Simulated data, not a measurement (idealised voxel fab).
Herein follows the process module entitled voxel self aligned vias.
FYI the section here is cut, 200 nm wide, cells are 5 nm squares.
When this document writes out a cross-section, it uses a grid of square cells and lists it as bands, beginning at the top and moving down, with a band standing for one or more rows of cells. It is stipulated that each band's entry specify, in nanometres, the height of the top of the band and then that of its bottom, followed by the materials of the band in left-to-right sequence, each together with its width in nanometres. A single material marked by the word "all across" is understood to fill the band from edge to edge; the word "air" is understood to denote empty space. Height 0 is the level under which the wafer as received is all one material. The lowest band goes on downwards, as in "0 down". The notation "30 to 40" denotes a width that varies across the rows of cells in the band, beginning at the first number in the top row, finishing at the second number in the bottom row, and changing by an identical amount from each row to the next. The designation "no modification", where it is given for a processing step, indicates that no cell of the cross-section was altered in the course of that step. "Sealed cavities": sealed empty spaces, 8 cells or more, no open way to top, listed width x height at distance, with distance from the left edge and width, height and distance in nm. Post-settings text on a step line: simulator's own remark regarding the step. overlay nm: for a step with a mask, the amount by which the mask lay right of where it was planned; a negative amount means left of it.

**Here's what the planned process steps look like**
1 RECEIVE,material Si
2 CONFORMAL_DEP,material SiO2,thk nm 10
3 CONFORMAL_DEP,material SiCN,thk nm 5
4 DIRECTIONAL_DEP,material lowk,thk nm 30
5 DIRECTIONAL_DEP,material aC,thk nm 15
6 PATTERN,tone open,mask id LINES,material resist,width nm 15,pitch nm 60,thk nm 35,overlay nm 0
7 DIRECTIONAL_ETCH,etch materials aC,depth nm 15
8 STRIP,etch materials resist
9 DIRECTIONAL_ETCH,etch materials lowk,depth nm 30
10 STRIP,etch materials aC
11 CONFORMAL_DEP,material TiN,thk nm 5
12 FILL_DEP,material W,thk nm 5
13 CMP,height nm 45
14 SELECTIVE_ETCH,etch materials W Ru TiN,depth nm 10
15 FILL_DEP,material SiN,thk nm 10
16 CMP,height nm 45
17 DIRECTIONAL_DEP,material lowk,thk nm 20
18 DIRECTIONAL_DEP,material aC,thk nm 10
19 PATTERN,tone open,mask id VIAS,material resist,width nm 30,thk nm 25,overlay nm 0
20 DIRECTIONAL_ETCH,etch materials aC,depth nm 10
21 STRIP,etch materials resist
22 DIRECTIONAL_ETCH,etch materials lowk,depth nm 20
23 DIRECTIONAL_ETCH,etch materials SiN,depth nm 10
24 STRIP,etch materials aC
25 CONFORMAL_DEP,material TiN,thk nm 5
26 FILL_DEP,material Ru,thk nm 5
27 CMP,height nm 65
28 CONFORMAL_DEP,material SiN,thk nm 5
The wafers in this document start out alike and differ in the width nm applied at step 6; the plan shows the value used for the first wafer.

**Step 1 complete: as-received cross-section of the first of several wafers**
0 down = Si all across
Sealed cavities: none

**First of several wafers in cross-section at module end, following the final step, step 28**
70 to 65 = SiN all across
65 to 50 = lowk=55  TiN=5  Ru=20  TiN=5  lowk=115
50 to 45 = lowk=55  TiN=15  Ru=5  TiN=10  lowk=115
45 to 40 = lowk=65  TiN=5  Ru=5  TiN=5  lowk=45  SiN=15  lowk=60
40 to 35 = lowk=65  TiN=15  lowk=45  SiN=15  lowk=60
35 to 20 = lowk=65  TiN=5  W=5  TiN=5  lowk=45  TiN=5  W=5  TiN=5  lowk=60
20 to 15 = lowk=65  TiN=15  lowk=45  TiN=15  lowk=60
15 to 10 = SiCN all across
10 to 0 = SiO2 all across
0 down = Si all across
Sealed cavities: none

**Cross-sectional view, end of module, last wafer of several**
70 to 65 = SiN all across
65 to 45 = lowk=55  TiN=5  Ru=20  TiN=5  lowk=115
45 to 40 = lowk=55  TiN=5  Ru=20  TiN=5  SiN=5  lowk=25  SiN=35  lowk=50
40 to 35 = lowk=55  TiN=30  SiN=5  lowk=25  SiN=35  lowk=50
35 to 20 = lowk=55  TiN=5  W=25  TiN=5  lowk=25  TiN=5  W=25  TiN=5  lowk=50
20 to 15 = lowk=55  TiN=35  lowk=25  TiN=35  lowk=50
15 to 10 = SiCN all across
10 to 0 = SiO2 all across
0 down = Si all across
Sealed cavities: none

**The table below has one row for each wafer; a row shows, as of the end of the module, how many cells of each material the wafer has gained, marked (+), or lost, marked (-), since it was received, and then the wafer's closed voids**
width nm 15, +14 Ru, +40 SiCN, +46 SiN, +80 SiO2, +34 TiN, +6 W, +340 lowk, Sealed cavities: none
width nm 20, +16 Ru, +40 SiCN, +48 SiN, +80 SiO2, +36 TiN, +12 W, +328 lowk, Sealed cavities: none
width nm 25, +18 Ru, +40 SiCN, +50 SiN, +80 SiO2, +38 TiN, +18 W, +316 lowk, Sealed cavities: none
width nm 30, +20 Ru, +40 SiCN, +52 SiN, +80 SiO2, +40 TiN, +24 W, +304 lowk, Sealed cavities: none
width nm 35, +20 Ru, +40 SiCN, +56 SiN, +80 SiO2, +42 TiN, +30 W, +292 lowk, Sealed cavities: none
